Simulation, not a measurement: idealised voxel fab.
voxel capacitor over wiring: a process module
The width of the displayed cross-section, cut, is 190 nm; its cells are square, with a size of 5 nm.
Cross-section spec: square-cell grid; bands listed top down; each band is one or more rows. For a band, the entry starts with two heights in nm, that of the top and then that of the bottom, and carries on with the band's materials in order from left to right, each alongside its width in nm; the word "edge to edge" beside a single material means it fills the band edge to edge, and "air" means empty space. Heights are reckoned from 0. Under this level, the received wafer is all of one material. The bottommost band is open-ended downward, for example "0..down". You'd read "30->40" like this: the band's top row of cells is as wide as the first number, its bottom row is as wide as the second, and going down, every row changes width by the same amount as the row before did. Where a step carries "remained unchanged", the cross-section came out of it unchanged, cell for cell. Closed-off voids of 8+ cells (no open route to the top) go in "Closed internal voids", written width x height at distance from the left edge, in nm. Formally, on a step line, whatever follows the settings is a remark that the simulator itself makes on the step. If you see "overlay nm" on a step's line and that step has a mask, it's telling you how far right of where it was planned the mask ended up; a negative number means it went left instead.

# Here's what the planned process steps look like
1. RECEIVE, material Si
2. CONFORMAL_DEP, material SiO2, thk nm 10
3. DIRECTIONAL_DEP, material TiN, thk nm 5
4. DIRECTIONAL_DEP, material W, thk nm 15
5. DIRECTIONAL_DEP, material aC, thk nm 10
6. PATTERN, tone cover, mask id METAL_1, material resist, width nm 30, pitch nm 100, thk nm 25, overlay nm 0
7. DIRECTIONAL_ETCH, etch materials aC, depth nm 10
8. STRIP, etch materials resist
9. DIRECTIONAL_ETCH, etch materials W, depth nm 15
10. DIRECTIONAL_ETCH, etch materials TiN, depth nm 5
11. STRIP, etch materials aC
12. FILL_DEP, material SiO2, thk nm 10
13. CMP, height nm 30
14. CONFORMAL_DEP, material SiCN, thk nm 5
15. DIRECTIONAL_DEP, material SiO2, thk nm 20
16. PATTERN, tone open, mask id PLUG_1, material resist, width nm 15, thk nm 15, overlay nm 0
17. DIRECTIONAL_ETCH, etch materials SiO2, depth nm 20
18. DIRECTIONAL_ETCH, etch materials SiCN, depth nm 5
19. STRIP, etch materials resist
20. EPI, material Ru, thk nm 10
21. EPI, material Ru, thk nm 10
22. EPI, material Ru, thk nm 5
23. DIRECTIONAL_DEP, material TiN, thk nm 5
24. DIRECTIONAL_DEP, material HfO2, thk nm 5
25. DIRECTIONAL_DEP, material TiN, thk nm 10
26. DIRECTIONAL_DEP, material aC, thk nm 10
27. PATTERN, tone cover, mask id UPPER_PLATE, material resist, width nm 75, thk nm 30, overlay nm 0
28. DIRECTIONAL_ETCH, etch materials aC, depth nm 10
29. STRIP, etch materials resist
30. DIRECTIONAL_ETCH, etch materials TiN, depth nm 10
31. DIRECTIONAL_ETCH, etch materials HfO2, depth nm 5
32. STRIP, etch materials aC
33. DIRECTIONAL_DEP, material aC, thk nm 10
34. PATTERN, tone cover, mask id LOWER_PLATE, material resist, width nm 85, thk nm 25, overlay nm 0
35. DIRECTIONAL_ETCH, etch materials aC, depth nm 10
36. STRIP, etch materials resist
37. DIRECTIONAL_ETCH, etch materials TiN, depth nm 5
38. STRIP, etch materials aC
39. FILL_DEP, material SiO2, thk nm 15
40. CMP, height nm 85
41. DIRECTIONAL_DEP, material aC, thk nm 15
42. PATTERN, tone open, mask id PLUG_2, material resist, width nm 15, thk nm 35, overlay nm 0
43. DIRECTIONAL_ETCH, etch materials aC, depth nm 15
44. STRIP, etch materials resist
45. DIRECTIONAL_ETCH, etch materials SiO2, depth nm 10
46. STRIP, etch materials aC
47. CONFORMAL_DEP, material TiN, thk nm 5
48. FILL_DEP, material Ru, thk nm 5
49. CMP, height nm 85
50. CONFORMAL_DEP, material SiN, thk nm 5

# Cross-section of the wafer at receipt, which is the condition after step 1
0..down: Si edge to edge
Closed internal voids: none

# The cross-section shown corresponds to the wafer at the conclusion of the module. The initial structure and the process plan are those presented above; however, one mistake occurred in executing the plan
90..85: SiN edge to edge
85..80: 55 SiO2, 5 TiN, 60 HfO2, 70 SiO2
80..75: 40 SiO2, 5 TiN, 10 SiO2, 70 TiN, 65 SiO2
75..65: 45 SiO2, 15 TiN, 130 SiO2
65..60: 45 SiO2, 15 HfO2, 130 SiO2
60..55: 45 SiO2, 15 TiN, 130 SiO2
55..35: SiO2 edge to edge
35..30: SiCN edge to edge
30..15: 30 SiO2, 30 W, 70 SiO2, 30 W, 30 SiO2
15..10: 30 SiO2, 30 TiN, 70 SiO2, 30 TiN, 30 SiO2
10..0: SiO2 edge to edge
0..down: Si edge to edge
Closed internal voids: none
What broke from the plan during processing? step 15 from the plan got run twice
